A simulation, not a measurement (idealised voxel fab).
Presented below is a process module, voxel ribs on slabs.
230 nm wide, 5 nm square cells: that's cross-section cut.
A cross-section in this document is a grid of square cells, and it is written down as bands, the top band listed before the ones below it; a band is made up of one or more rows of cells. Band entry format. Leading values: height of top, height of bottom, nm. Remainder: materials in left-to-right order, each with its width in nm. Special words: "everywhere" on a single material, which then fills the band edge to edge; "air", empty space. Heights are reckoned from 0. Under this level, the received wafer is all of one material. The bottommost band is open-ended downward, for example "0..down". Width spec "30..40" -> top row of cells at first value, bottom row at second value, equal per-row change in between. No cell of the cross-section changed in a step that is given as "no change occurred". Empty spaces without an open route to the top, at least 8 cells in extent, make up the entry "Entrapped voids"; each is given as width x height at distance, where the distance is measured from the left edge, and all are in nm. Heads up: the bit after the settings on a step's line is the simulator's remark on that step. The optional step-line setting "overlay nm" applies to steps with a mask and quantifies how far to the right of its planned location the mask lay, a negative value indicating leftward placement. Before/after cross-section pairs, one process step each; after shown to lowest changed band; step and settings beneath. Pairs may be from different runs of this module on the same starting wafer; a pair continues from the one above only where its "Pre-processing view" entry says so.

### Pre-processing view
    0..down  Si everywhere
    Entrapped voids: none

### Post-Step Cross-Section
    20..0  SiO2 everywhere
    Rest of section, below 0: as before.
    Entrapped voids: none
What sits between those two cross-sections? DIRECTIONAL_DEP [material SiO2] [thk nm 20]

Pre-processing view: The pre-step condition corresponds to the post-step cross-section depicted in the pair directly above.

### Post-Step Cross-Section
    40..20  polySi everywhere
    Rest of section, below 20: as before.
    Entrapped voids: none
What sits between those two cross-sections? DIRECTIONAL_DEP [material polySi] [thk nm 20]

Pre-processing view: The pre-step condition corresponds to the post-step cross-section depicted in the pair directly above.

### Post-Step Cross-Section
    50..40  aC everywhere
    Rest of section, below 40: as before.
    Entrapped voids: none
What sits between those two cross-sections? DIRECTIONAL_DEP [material aC] [thk nm 10]

Pre-processing view: The pre-step condition corresponds to the post-step cross-section depicted in the pair directly above.

### Post-Step Cross-Section
    80..50  air 100 | resist 25 | air 105
    Rest of section, below 50: as before.
    Entrapped voids: none
What sits between those two cross-sections? PATTERN [tone cover] [mask id RIB] [material resist] [width nm 25] [thk nm 30] [overlay nm 0]

Pre-processing view: The pre-step condition corresponds to the post-step cross-section depicted in the pair directly above.

### Post-Step Cross-Section
    70..50  air 100 | resist 25 | air 105
    50..40  air 100 | aC 25 | air 105
    Rest of section, below 40: as before.
    Entrapped voids: none
What sits between those two cross-sections? DIRECTIONAL_ETCH [etch materials aC] [depth nm 10]

Pre-processing view: The pre-step condition corresponds to the post-step cross-section depicted in the pair directly above.

### Post-Step Cross-Section
    50..40  air 100 | aC 25 | air 105
    Rest of section, below 40: as before.
    Entrapped voids: none
What sits between those two cross-sections? STRIP [etch materials resist]

Pre-processing view: The pre-step condition corresponds to the post-step cross-section depicted in the pair directly above.

### Post-Step Cross-Section
    50..40  air 100 | aC 25 | air 105
    40..35  air 100 | polySi 25 | air 105
    Rest of section, below 35: as before.
    Entrapped voids: none
What sits between those two cross-sections? DIRECTIONAL_ETCH [etch materials polySi] [depth nm 5]

Pre-processing view: The pre-step condition corresponds to the post-step cross-section depicted in the pair directly above.

### Post-Step Cross-Section
    40..35  air 100 | polySi 25 | air 105
    Rest of section, below 35: as before.
    Entrapped voids: none
What sits between those two cross-sections? STRIP [etch materials aC]

Pre-processing view: The pre-step condition corresponds to the post-step cross-section depicted in the pair directly above.

### Post-Step Cross-Section
    40..35  air 100 | polySi 25 | air 105
    35..20  air 80 | polySi 65 | air 85
    Rest of section, below 20: as before.
    Entrapped voids: none
What sits between those two cross-sections? MASKED_ETCH [tone cover] [mask id SLAB] [width nm 65] [etch materials polySi] [depth nm 15] [overlay nm 0]

Pre-processing view: The pre-step condition corresponds to the post-step cross-section depicted in the pair directly above.

### Post-Step Cross-Section
    60..40  SiO2 everywhere
    40..35  SiO2 100 | polySi 25 | SiO2 105
    35..20  SiO2 80 | polySi 65 | SiO2 85
    Rest of section, below 20: as before.
    Entrapped voids: none
What sits between those two cross-sections? FILL_DEP [material SiO2] [thk nm 20]

Pre-processing view: The pre-step condition corresponds to the post-step cross-section depicted in the pair directly above.

### Post-Step Cross-Section
    55..40  SiO2 everywhere
    Rest of section, below 40: as before.
    Entrapped voids: none
What sits between those two cross-sections? CMP [height nm 55]

Pre-processing view: The pre-step condition corresponds to the post-step cross-section depicted in the pair directly above.

### Post-Step Cross-Section
    60..55  W everywhere
    Rest of section, below 55: as before.
    Entrapped voids: none
What sits between those two cross-sections? DIRECTIONAL_DEP [material W] [thk nm 5]

Pre-processing view: The pre-step condition corresponds to the post-step cross-section depicted in the pair directly above.

### Post-Step Cross-Section
    80..60  air 95 | resist 35 | air 100
    Rest of section, below 60: as before.
    Entrapped voids: none
What sits between those two cross-sections? PATTERN [tone cover] [mask id HEATER] [material resist] [width nm 35] [thk nm 20] [overlay nm 0]

Pre-processing view: The pre-step condition corresponds to the post-step cross-section depicted in the pair directly above.

### Post-Step Cross-Section
    80..60  air 95 | resist 35 | air 100
    60..55  air 95 | W 35 | air 100
    Rest of section, below 55: as before.
    Entrapped voids: none
What sits between those two cross-sections? DIRECTIONAL_ETCH [etch materials W] [depth nm 5]

Pre-processing view: The pre-step condition corresponds to the post-step cross-section depicted in the pair directly above.

### Post-Step Cross-Section
    60..55  air 95 | W 35 | air 100
    Rest of section, below 55: as before.
    Entrapped voids: none
What sits between those two cross-sections? STRIP [etch materials resist]

Pre-processing view: The pre-step condition corresponds to the post-step cross-section depicted in the pair directly above.

### Post-Step Cross-Section
    65..60  air 90 | SiO2 45 | air 95
    60..55  SiO2 95 | W 35 | SiO2 100
    Rest of section, below 55: as before.
    Entrapped voids: none
What sits between those two cross-sections? CONFORMAL_DEP [material SiO2] [thk nm 5]

### Pre-processing view
    20..0  SiO2 everywhere
    0..down  Si everywhere
    Entrapped voids: none

### Post-Step Cross-Section
    40..0  SiO2 everywhere
    Rest of section, below 0: as before.
    Entrapped voids: none
What sits between those two cross-sections? DIRECTIONAL_DEP [material SiO2] [thk nm 20]

Pre-processing view: The pre-step condition corresponds to the post-step cross-section depicted in the pair directly above.

### Post-Step Cross-Section
    60..40  polySi everywhere
    Rest of section, below 40: as before.
    Entrapped voids: none
What sits between those two cross-sections? DIRECTIONAL_DEP [material polySi] [thk nm 20]

Pre-processing view: The pre-step condition corresponds to the post-step cross-section depicted in the pair directly above.

### Post-Step Cross-Section
    70..60  aC everywhere
    Rest of section, below 60: as before.
    Entrapped voids: none
What sits between those two cross-sections? DIRECTIONAL_DEP [material aC] [thk nm 10]

Pre-processing view: The pre-step condition corresponds to the post-step cross-section depicted in the pair directly above.

### Post-Step Cross-Section
    100..70  air 100 | resist 25 | air 105
    Rest of section, below 70: as before.
    Entrapped voids: none
What sits between those two cross-sections? PATTERN [tone cover] [mask id RIB] [material resist] [width nm 25] [thk nm 30] [overlay nm 0]

Pre-processing view: The pre-step condition corresponds to the post-step cross-section depicted in the pair directly above.

### Post-Step Cross-Section
    90..70  air 100 | resist 25 | air 105
    70..60  air 100 | aC 25 | air 105
    Rest of section, below 60: as before.
    Entrapped voids: none
What sits between those two cross-sections? DIRECTIONAL_ETCH [etch materials aC] [depth nm 10]

Pre-processing view: The pre-step condition corresponds to the post-step cross-section depicted in the pair directly above.

### Post-Step Cross-Section
    70..60  air 100 | aC 25 | air 105
    Rest of section, below 60: as before.
    Entrapped voids: none
What sits between those two cross-sections? STRIP [etch materials resist]

Pre-processing view: The pre-step condition corresponds to the post-step cross-section depicted in the pair directly above.

### Post-Step Cross-Section
    70..60  air 100 | aC 25 | air 105
    60..55  air 100 | polySi 25 | air 105
    Rest of section, below 55: as before.
    Entrapped voids: none
What sits between those two cross-sections? DIRECTIONAL_ETCH [etch materials polySi] [depth nm 5]

Pre-processing view: The pre-step condition corresponds to the post-step cross-section depicted in the pair directly above.

### Post-Step Cross-Section
    60..55  air 100 | polySi 25 | air 105
    Rest of section, below 55: as before.
    Entrapped voids: none
What sits between those two cross-sections? STRIP [etch materials aC]

Pre-processing view: The pre-step condition corresponds to the post-step cross-section depicted in the pair directly above.

### Post-Step Cross-Section
    60..55  air 100 | polySi 25 | air 105
    55..40  air 80 | polySi 65 | air 85
    Rest of section, below 40: as before.
    Entrapped voids: none
What sits between those two cross-sections? MASKED_ETCH [tone cover] [mask id SLAB] [width nm 65] [etch materials polySi] [depth nm 15] [overlay nm 0]

Pre-processing view: The pre-step condition corresponds to the post-step cross-section depicted in the pair directly above.

### Post-Step Cross-Section
    80..60  SiO2 everywhere
    60..55  SiO2 100 | polySi 25 | SiO2 105
    55..40  SiO2 80 | polySi 65 | SiO2 85
    Rest of section, below 40: as before.
    Entrapped voids: none
What sits between those two cross-sections? FILL_DEP [material SiO2] [thk nm 20]

Pre-processing view: The pre-step condition corresponds to the post-step cross-section depicted in the pair directly above.

### Post-Step Cross-Section
    55..40  SiO2 80 | polySi 65 | SiO2 85
    Rest of section, below 40: as before.
    Entrapped voids: none
What sits between those two cross-sections? CMP [height nm 55]

Pre-processing view: The pre-step condition corresponds to the post-step cross-section depicted in the pair directly above.

### Post-Step Cross-Section
    60..55  W everywhere
    Rest of section, below 55: as before.
    Entrapped voids: none
What sits between those two cross-sections? DIRECTIONAL_DEP [material W] [thk nm 5]

Pre-processing view: The pre-step condition corresponds to the post-step cross-section depicted in the pair directly above.

### Post-Step Cross-Section
    80..60  air 95 | resist 35 | air 100
    Rest of section, below 60: as before.
    Entrapped voids: none
What sits between those two cross-sections? PATTERN [tone cover] [mask id HEATER] [material resist] [width nm 35] [thk nm 20] [overlay nm 0]

Pre-processing view: The pre-step condition corresponds to the post-step cross-section depicted in the pair directly above.

### Post-Step Cross-Section
    80..60  air 95 | resist 35 | air 100
    60..55  air 95 | W 35 | air 100
    Rest of section, below 55: as before.
    Entrapped voids: none
What sits between those two cross-sections? DIRECTIONAL_ETCH [etch materials W] [depth nm 5]

Pre-processing view: The pre-step condition corresponds to the post-step cross-section depicted in the pair directly above.

### Post-Step Cross-Section
    60..55  air 95 | W 35 | air 100
    Rest of section, below 55: as before.
    Entrapped voids: none
What sits between those two cross-sections? STRIP [etch materials resist]

Pre-processing view: The pre-step condition corresponds to the post-step cross-section depicted in the pair directly above.

### Post-Step Cross-Section
    65..60  air 90 | SiO2 45 | air 95
    60..55  SiO2 95 | W 35 | SiO2 100
    Rest of section, below 55: as before.
    Entrapped voids: none
What sits between those two cross-sections? CONFORMAL_DEP [material SiO2] [thk nm 5]

### Pre-processing view
    0..down  Si everywhere
    Entrapped voids: none

### Post-Step Cross-Section
    20..0  polySi everywhere
    Rest of section, below 0: as before.
    Entrapped voids: none
What sits between those two cross-sections? DIRECTIONAL_DEP [material polySi] [thk nm 20]

Pre-processing view: The pre-step condition corresponds to the post-step cross-section depicted in the pair directly above.

### Post-Step Cross-Section
    40..20  SiO2 everywhere
    Rest of section, below 20: as before.
    Entrapped voids: none
What sits between those two cross-sections? DIRECTIONAL_DEP [material SiO2] [thk nm 20]

Pre-processing view: The pre-step condition corresponds to the post-step cross-section depicted in the pair directly above.

### Post-Step Cross-Section
    50..40  aC everywhere
    Rest of section, below 40: as before.
    Entrapped voids: none
What sits between those two cross-sections? DIRECTIONAL_DEP [material aC] [thk nm 10]

Pre-processing view: The pre-step condition corresponds to the post-step cross-section depicted in the pair directly above.

### Post-Step Cross-Section
    80..50  air 100 | resist 25 | air 105
    Rest of section, below 50: as before.
    Entrapped voids: none
What sits between those two cross-sections? PATTERN [tone cover] [mask id RIB] [material resist] [width nm 25] [thk nm 30] [overlay nm 0]

Pre-processing view: The pre-step condition corresponds to the post-step cross-section depicted in the pair directly above.

### Post-Step Cross-Section
    70..50  air 100 | resist 25 | air 105
    50..40  air 100 | aC 25 | air 105
    Rest of section, below 40: as before.
    Entrapped voids: none
What sits between those two cross-sections? DIRECTIONAL_ETCH [etch materials aC] [depth nm 10]

Pre-processing view: The pre-step condition corresponds to the post-step cross-section depicted in the pair directly above.

### Post-Step Cross-Section
    50..40  air 100 | aC 25 | air 105
    Rest of section, below 40: as before.
    Entrapped voids: none
What sits between those two cross-sections? STRIP [etch materials resist]

Pre-processing view: The pre-step condition corresponds to the post-step cross-section depicted in the pair directly above.

### Post-Step Cross-Section
    40..20  SiO2 everywhere
    Rest of section, below 20: as before.
    Entrapped voids: none
What sits between those two cross-sections? STRIP [etch materials aC]

Pre-processing view: The pre-step condition corresponds to the post-step cross-section depicted in the pair directly above.

### Post-Step Cross-Section
    60..20  SiO2 everywhere
    Rest of section, below 20: as before.
    Entrapped voids: none
What sits between those two cross-sections? FILL_DEP [material SiO2] [thk nm 20]

Pre-processing view: The pre-step condition corresponds to the post-step cross-section depicted in the pair directly above.

### Post-Step Cross-Section
    55..20  SiO2 everywhere
    Rest of section, below 20: as before.
    Entrapped voids: none
What sits between those two cross-sections? CMP [height nm 55]

Pre-processing view: The pre-step condition corresponds to the post-step cross-section depicted in the pair directly above.

### Post-Step Cross-Section
    60..55  W everywhere
    Rest of section, below 55: as before.
    Entrapped voids: none
What sits between those two cross-sections? DIRECTIONAL_DEP [material W] [thk nm 5]

Pre-processing view: The pre-step condition corresponds to the post-step cross-section depicted in the pair directly above.

### Post-Step Cross-Section
    80..60  air 95 | resist 35 | air 100
    Rest of section, below 60: as before.
    Entrapped voids: none
What sits between those two cross-sections? PATTERN [tone cover] [mask id HEATER] [material resist] [width nm 35] [thk nm 20] [overlay nm 0]

Pre-processing view: The pre-step condition corresponds to the post-step cross-section depicted in the pair directly above.

### Post-Step Cross-Section
    80..60  air 95 | resist 35 | air 100
    60..55  air 95 | W 35 | air 100
    Rest of section, below 55: as before.
    Entrapped voids: none
What sits between those two cross-sections? DIRECTIONAL_ETCH [etch materials W] [depth nm 5]

Pre-processing view: The pre-step condition corresponds to the post-step cross-section depicted in the pair directly above.

### Post-Step Cross-Section
    60..55  air 95 | W 35 | air 100
    Rest of section, below 55: as before.
    Entrapped voids: none
What sits between those two cross-sections? STRIP [etch materials resist]

Pre-processing view: The pre-step condition corresponds to the post-step cross-section depicted in the pair directly above.

### Post-Step Cross-Section
    65..60  air 90 | SiO2 45 | air 95
    60..55  SiO2 95 | W 35 | SiO2 100
    Rest of section, below 55: as before.
    Entrapped voids: none
What sits between those two cross-sections? CONFORMAL_DEP [material SiO2] [thk nm 5]

### Pre-processing view
    0..down  Si everywhere
    Entrapped voids: none

### Post-Step Cross-Section
    15..0  SiO2 everywhere
    Rest of section, below 0: as before.
    Entrapped voids: none
What sits between those two cross-sections? DIRECTIONAL_DEP [material SiO2] [thk nm 15]

Pre-processing view: The pre-step condition corresponds to the post-step cross-section depicted in the pair directly above.

### Post-Step Cross-Section
    35..15  polySi everywhere
    Rest of section, below 15: as before.
    Entrapped voids: none
What sits between those two cross-sections? DIRECTIONAL_DEP [material polySi] [thk nm 20]

Pre-processing view: The pre-step condition corresponds to the post-step cross-section depicted in the pair directly above.

### Post-Step Cross-Section
    45..35  aC everywhere
    Rest of section, below 35: as before.
    Entrapped voids: none
What sits between those two cross-sections? DIRECTIONAL_DEP [material aC] [thk nm 10]

Pre-processing view: The pre-step condition corresponds to the post-step cross-section depicted in the pair directly above.

### Post-Step Cross-Section
    75..45  air 100 | resist 25 | air 105
    Rest of section, below 45: as before.
    Entrapped voids: none
What sits between those two cross-sections? PATTERN [tone cover] [mask id RIB] [material resist] [width nm 25] [thk nm 30] [overlay nm 0]

Pre-processing view: The pre-step condition corresponds to the post-step cross-section depicted in the pair directly above.

### Post-Step Cross-Section
    65..45  air 100 | resist 25 | air 105
    45..35  air 100 | aC 25 | air 105
    Rest of section, below 35: as before.
    Entrapped voids: none
What sits between those two cross-sections? DIRECTIONAL_ETCH [etch materials aC] [depth nm 10]

Pre-processing view: The pre-step condition corresponds to the post-step cross-section depicted in the pair directly above.

### Post-Step Cross-Section
    45..35  air 100 | aC 25 | air 105
    Rest of section, below 35: as before.
    Entrapped voids: none
What sits between those two cross-sections? STRIP [etch materials resist]

Pre-processing view: The pre-step condition corresponds to the post-step cross-section depicted in the pair directly above.

### Post-Step Cross-Section
    45..35  air 100 | aC 25 | air 105
    35..30  air 100 | polySi 25 | air 105
    Rest of section, below 30: as before.
    Entrapped voids: none
What sits between those two cross-sections? DIRECTIONAL_ETCH [etch materials polySi] [depth nm 5]

Pre-processing view: The pre-step condition corresponds to the post-step cross-section depicted in the pair directly above.

### Post-Step Cross-Section
    35..30  air 100 | polySi 25 | air 105
    Rest of section, below 30: as before.
    Entrapped voids: none
What sits between those two cross-sections? STRIP [etch materials aC]

Pre-processing view: The pre-step condition corresponds to the post-step cross-section depicted in the pair directly above.

### Post-Step Cross-Section
    35..30  air 100 | polySi 25 | air 105
    30..15  air 80 | polySi 65 | air 85
    Rest of section, below 15: as before.
    Entrapped voids: none
What sits between those two cross-sections? MASKED_ETCH [tone cover] [mask id SLAB] [width nm 65] [etch materials polySi] [depth nm 15] [overlay nm 0]

Pre-processing view: The pre-step condition corresponds to the post-step cross-section depicted in the pair directly above.

### Post-Step Cross-Section
    55..35  SiO2 everywhere
    35..30  SiO2 100 | polySi 25 | SiO2 105
    30..15  SiO2 80 | polySi 65 | SiO2 85
    Rest of section, below 15: as before.
    Entrapped voids: none
What sits between those two cross-sections? FILL_DEP [material SiO2] [thk nm 20]

Pre-processing view: The pre-step condition corresponds to the post-step cross-section depicted in the pair directly above.

### Post-Step Cross-Section
    60..55  W everywhere
    Rest of section, below 55: as before.
    Entrapped voids: none
What sits between those two cross-sections? DIRECTIONAL_DEP [material W] [thk nm 5]

Pre-processing view: The pre-step condition corresponds to the post-step cross-section depicted in the pair directly above.

### Post-Step Cross-Section
    80..60  air 95 | resist 35 | air 100
    Rest of section, below 60: as before.
    Entrapped voids: none
What sits between those two cross-sections? PATTERN [tone cover] [mask id HEATER] [material resist] [width nm 35] [thk nm 20] [overlay nm 0]

Pre-processing view: The pre-step condition corresponds to the post-step cross-section depicted in the pair directly above.

### Post-Step Cross-Section
    80..60  air 95 | resist 35 | air 100
    60..55  air 95 | W 35 | air 100
    Rest of section, below 55: as before.
    Entrapped voids: none
What sits between those two cross-sections? DIRECTIONAL_ETCH [etch materials W] [depth nm 5]

Pre-processing view: The pre-step condition corresponds to the post-step cross-section depicted in the pair directly above.

### Post-Step Cross-Section
    60..55  air 95 | W 35 | air 100
    Rest of section, below 55: as before.
    Entrapped voids: none
What sits between those two cross-sections? STRIP [etch materials resist]

Pre-processing view: The pre-step condition corresponds to the post-step cross-section depicted in the pair directly above.

### Post-Step Cross-Section
    65..60  air 90 | SiO2 45 | air 95
    60..55  SiO2 95 | W 35 | SiO2 100
    Rest of section, below 55: as before.
    Entrapped voids: none
What sits between those two cross-sections? CONFORMAL_DEP [material SiO2] [thk nm 5]

### Pre-processing view
    50..40  aC everywhere
    40..20  polySi everywhere
    20..0  SiO2 everywhere
    0..down  Si everywhere
    Entrapped voids: none

### Post-Step Cross-Section
    80..50  air 105 | resist 20 | air 105
    Rest of section, below 50: as before.
    Entrapped voids: none
What sits between those two cross-sections? PATTERN [tone cover] [mask id RIB] [material resist] [width nm 20] [thk nm 30] [overlay nm 0]

Pre-processing view: The pre-step condition corresponds to the post-step cross-section depicted in the pair directly above.

### Post-Step Cross-Section
    70..50  air 105 | resist 20 | air 105
    50..40  air 105 | aC 20 | air 105
    Rest of section, below 40: as before.
    Entrapped voids: none
What sits between those two cross-sections? DIRECTIONAL_ETCH [etch materials aC] [depth nm 10]

Pre-processing view: The pre-step condition corresponds to the post-step cross-section depicted in the pair directly above.

### Post-Step Cross-Section
    50..40  air 105 | aC 20 | air 105
    Rest of section, below 40: as before.
    Entrapped voids: none
What sits between those two cross-sections? STRIP [etch materials resist]

Pre-processing view: The pre-step condition corresponds to the post-step cross-section depicted in the pair directly above.

### Post-Step Cross-Section
    50..40  air 105 | aC 20 | air 105
    40..35  air 105 | polySi 20 | air 105
    Rest of section, below 35: as before.
    Entrapped voids: none
What sits between those two cross-sections? DIRECTIONAL_ETCH [etch materials polySi] [depth nm 5]

Pre-processing view: The pre-step condition corresponds to the post-step cross-section depicted in the pair directly above.

### Post-Step Cross-Section
    40..35  air 105 | polySi 20 | air 105
    Rest of section, below 35: as before.
    Entrapped voids: none
What sits between those two cross-sections? STRIP [etch materials aC]

Pre-processing view: The pre-step condition corresponds to the post-step cross-section depicted in the pair directly above.

### Post-Step Cross-Section
    40..35  air 105 | polySi 20 | air 105
    35..20  air 80 | polySi 65 | air 85
    Rest of section, below 20: as before.
    Entrapped voids: none
What sits between those two cross-sections? MASKED_ETCH [tone cover] [mask id SLAB] [width nm 65] [etch materials polySi] [depth nm 15] [overlay nm 0]

Pre-processing view: The pre-step condition corresponds to the post-step cross-section depicted in the pair directly above.

### Post-Step Cross-Section
    60..40  SiO2 everywhere
    40..35  SiO2 105 | polySi 20 | SiO2 105
    35..20  SiO2 80 | polySi 65 | SiO2 85
    Rest of section, below 20: as before.
    Entrapped voids: none
What sits between those two cross-sections? FILL_DEP [material SiO2] [thk nm 20]

Pre-processing view: The pre-step condition corresponds to the post-step cross-section depicted in the pair directly above.

### Post-Step Cross-Section
    55..40  SiO2 everywhere
    Rest of section, below 40: as before.
    Entrapped voids: none
What sits between those two cross-sections? CMP [height nm 55]

Pre-processing view: The pre-step condition corresponds to the post-step cross-section depicted in the pair directly above.

### Post-Step Cross-Section
    60..55  W everywhere
    Rest of section, below 55: as before.
    Entrapped voids: none
What sits between those two cross-sections? DIRECTIONAL_DEP [material W] [thk nm 5]

Pre-processing view: The pre-step condition corresponds to the post-step cross-section depicted in the pair directly above.

### Post-Step Cross-Section
    80..60  air 95 | resist 35 | air 100
    Rest of section, below 60: as before.
    Entrapped voids: none
What sits between those two cross-sections? PATTERN [tone cover] [mask id HEATER] [material resist] [width nm 35] [thk nm 20] [overlay nm 0]

Pre-processing view: The pre-step condition corresponds to the post-step cross-section depicted in the pair directly above.

### Post-Step Cross-Section
    80..60  air 95 | resist 35 | air 100
    60..55  air 95 | W 35 | air 100
    Rest of section, below 55: as before.
    Entrapped voids: none
What sits between those two cross-sections? DIRECTIONAL_ETCH [etch materials W] [depth nm 5]

Pre-processing view: The pre-step condition corresponds to the post-step cross-section depicted in the pair directly above.

### Post-Step Cross-Section
    60..55  air 95 | W 35 | air 100
    Rest of section, below 55: as before.
    Entrapped voids: none
What sits between those two cross-sections? STRIP [etch materials resist]

Pre-processing view: The pre-step condition corresponds to the post-step cross-section depicted in the pair directly above.

### Post-Step Cross-Section
    65..60  air 90 | SiO2 45 | air 95
    60..55  SiO2 95 | W 35 | SiO2 100
    Rest of section, below 55: as before.
    Entrapped voids: none
What sits between those two cross-sections? CONFORMAL_DEP [material SiO2] [thk nm 5]

### Pre-processing view
    50..40  aC everywhere
    40..20  polySi everywhere
    20..0  SiO2 everywhere
    0..down  Si everywhere
    Entrapped voids: none

### Post-Step Cross-Section
    80..50  air 90 | resist 25 | air 115
    Rest of section, below 50: as before.
    Entrapped voids: none
What sits between those two cross-sections? PATTERN [tone cover] [mask id RIB] [material resist] [width nm 25] [thk nm 30] [overlay nm -10]

Pre-processing view: The pre-step condition corresponds to the post-step cross-section depicted in the pair directly above.

### Post-Step Cross-Section
    70..50  air 90 | resist 25 | air 115
    50..40  air 90 | aC 25 | air 115
    Rest of section, below 40: as before.
    Entrapped voids: none
What sits between those two cross-sections? DIRECTIONAL_ETCH [etch materials aC] [depth nm 10]

Pre-processing view: The pre-step condition corresponds to the post-step cross-section depicted in the pair directly above.

### Post-Step Cross-Section
    50..40  air 90 | aC 25 | air 115
    Rest of section, below 40: as before.
    Entrapped voids: none
What sits between those two cross-sections? STRIP [etch materials resist]

Pre-processing view: The pre-step condition corresponds to the post-step cross-section depicted in the pair directly above.

### Post-Step Cross-Section
    50..40  air 90 | aC 25 | air 115
    40..35  air 90 | polySi 25 | air 115
    Rest of section, below 35: as before.
    Entrapped voids: none
What sits between those two cross-sections? DIRECTIONAL_ETCH [etch materials polySi] [depth nm 5]

Pre-processing view: The pre-step condition corresponds to the post-step cross-section depicted in the pair directly above.

### Post-Step Cross-Section
    40..35  air 90 | polySi 25 | air 115
    Rest of section, below 35: as before.
    Entrapped voids: none
What sits between those two cross-sections? STRIP [etch materials aC]

Pre-processing view: The pre-step condition corresponds to the post-step cross-section depicted in the pair directly above.

### Post-Step Cross-Section
    40..35  air 90 | polySi 25 | air 115
    35..20  air 80 | polySi 65 | air 85
    Rest of section, below 20: as before.
    Entrapped voids: none
What sits between those two cross-sections? MASKED_ETCH [tone cover] [mask id SLAB] [width nm 65] [etch materials polySi] [depth nm 15] [overlay nm 0]

Pre-processing view: The pre-step condition corresponds to the post-step cross-section depicted in the pair directly above.

### Post-Step Cross-Section
    60..40  SiO2 everywhere
    40..35  SiO2 90 | polySi 25 | SiO2 115
    35..20  SiO2 80 | polySi 65 | SiO2 85
    Rest of section, below 20: as before.
    Entrapped voids: none
What sits between those two cross-sections? FILL_DEP [material SiO2] [thk nm 20]

Pre-processing view: The pre-step condition corresponds to the post-step cross-section depicted in the pair directly above.

### Post-Step Cross-Section
    55..40  SiO2 everywhere
    Rest of section, below 40: as before.
    Entrapped voids: none
What sits between those two cross-sections? CMP [height nm 55]

Pre-processing view: The pre-step condition corresponds to the post-step cross-section depicted in the pair directly above.

### Post-Step Cross-Section
    60..55  W everywhere
    Rest of section, below 55: as before.
    Entrapped voids: none
What sits between those two cross-sections? DIRECTIONAL_DEP [material W] [thk nm 5]

Pre-processing view: The pre-step condition corresponds to the post-step cross-section depicted in the pair directly above.

### Post-Step Cross-Section
    80..60  air 95 | resist 35 | air 100
    Rest of section, below 60: as before.
    Entrapped voids: none
What sits between those two cross-sections? PATTERN [tone cover] [mask id HEATER] [material resist] [width nm 35] [thk nm 20] [overlay nm 0]

Pre-processing view: The pre-step condition corresponds to the post-step cross-section depicted in the pair directly above.

### Post-Step Cross-Section
    80..60  air 95 | resist 35 | air 100
    60..55  air 95 | W 35 | air 100
    Rest of section, below 55: as before.
    Entrapped voids: none
What sits between those two cross-sections? DIRECTIONAL_ETCH [etch materials W] [depth nm 5]

Pre-processing view: The pre-step condition corresponds to the post-step cross-section depicted in the pair directly above.

### Post-Step Cross-Section
    60..55  air 95 | W 35 | air 100
    Rest of section, below 55: as before.
    Entrapped voids: none
What sits between those two cross-sections? STRIP [etch materials resist]

Pre-processing view: The pre-step condition corresponds to the post-step cross-section depicted in the pair directly above.

### Post-Step Cross-Section
    65..60  air 90 | SiO2 45 | air 95
    60..55  SiO2 95 | W 35 | SiO2 100
    Rest of section, below 55: as before.
    Entrapped voids: none
What sits between those two cross-sections? CONFORMAL_DEP [material SiO2] [thk nm 5]

### Pre-processing view
    55..40  SiO2 everywhere
    40..35  SiO2 100 | polySi 25 | SiO2 105
    35..20  SiO2 80 | polySi 65 | SiO2 85
    20..0  SiO2 everywhere
    0..down  Si everywhere
    Entrapped voids: none

### Post-Step Cross-Section
    60..55  polySi everywhere
    Rest of section, below 55: as before.
    Entrapped voids: none
What sits between those two cross-sections? DIRECTIONAL_DEP [material polySi] [thk nm 5]

Pre-processing view: The pre-step condition corresponds to the post-step cross-section depicted in the pair directly above.

### Post-Step Cross-Section
    80..60  air 95 | resist 35 | air 100
    Rest of section, below 60: as before.
    Entrapped voids: none
What sits between those two cross-sections? PATTERN [tone cover] [mask id HEATER] [material resist] [width nm 35] [thk nm 20] [overlay nm 0]

Pre-processing view: The pre-step condition corresponds to the post-step cross-section depicted in the pair directly above.

### Post-Step Cross-Section
    60..55  polySi everywhere
    Rest of section, below 55: as before.
    Entrapped voids: none
What sits between those two cross-sections? STRIP [etch materials resist]

Pre-processing view: The pre-step condition corresponds to the post-step cross-section depicted in the pair directly above.

### Post-Step Cross-Section
    65..60  SiO2 everywhere
    Rest of section, below 60: as before.
    Entrapped voids: none
What sits between those two cross-sections? CONFORMAL_DEP [material SiO2] [thk nm 5]

### Pre-processing view
    60..55  W everywhere
    55..40  SiO2 everywhere
    40..35  SiO2 100 | polySi 25 | SiO2 105
    35..20  SiO2 80 | polySi 65 | SiO2 85
    20..0  SiO2 everywhere
    0..down  Si everywhere
    Entrapped voids: none

### Post-Step Cross-Section
    80..60  resist 95 | air 35 | resist 100
    Rest of section, below 60: as before.
    Entrapped voids: none
What sits between those two cross-sections? PATTERN [tone open] [mask id HEATER] [material resist] [width nm 35] [thk nm 20] [overlay nm 0]

Pre-processing view: The pre-step condition corresponds to the post-step cross-section depicted in the pair directly above.

### Post-Step Cross-Section
    80..60  resist 95 | air 35 | resist 100
    60..55  W 95 | air 35 | W 100
    Rest of section, below 55: as before.
    Entrapped voids: none
What sits between those two cross-sections? DIRECTIONAL_ETCH [etch materials W] [depth nm 5]

Pre-processing view: The pre-step condition corresponds to the post-step cross-section depicted in the pair directly above.

### Post-Step Cross-Section
    60..55  W 95 | air 35 | W 100
    Rest of section, below 55: as before.
    Entrapped voids: none
What sits between those two cross-sections? STRIP [etch materials resist]

Pre-processing view: The pre-step condition corresponds to the post-step cross-section depicted in the pair directly above.

### Post-Step Cross-Section
    65..60  SiO2 100 | air 25 | SiO2 105
    60..55  W 95 | SiO2 35 | W 100
    Rest of section, below 55: as before.
    Entrapped voids: none
What sits between those two cross-sections? CONFORMAL_DEP [material SiO2] [thk nm 5]
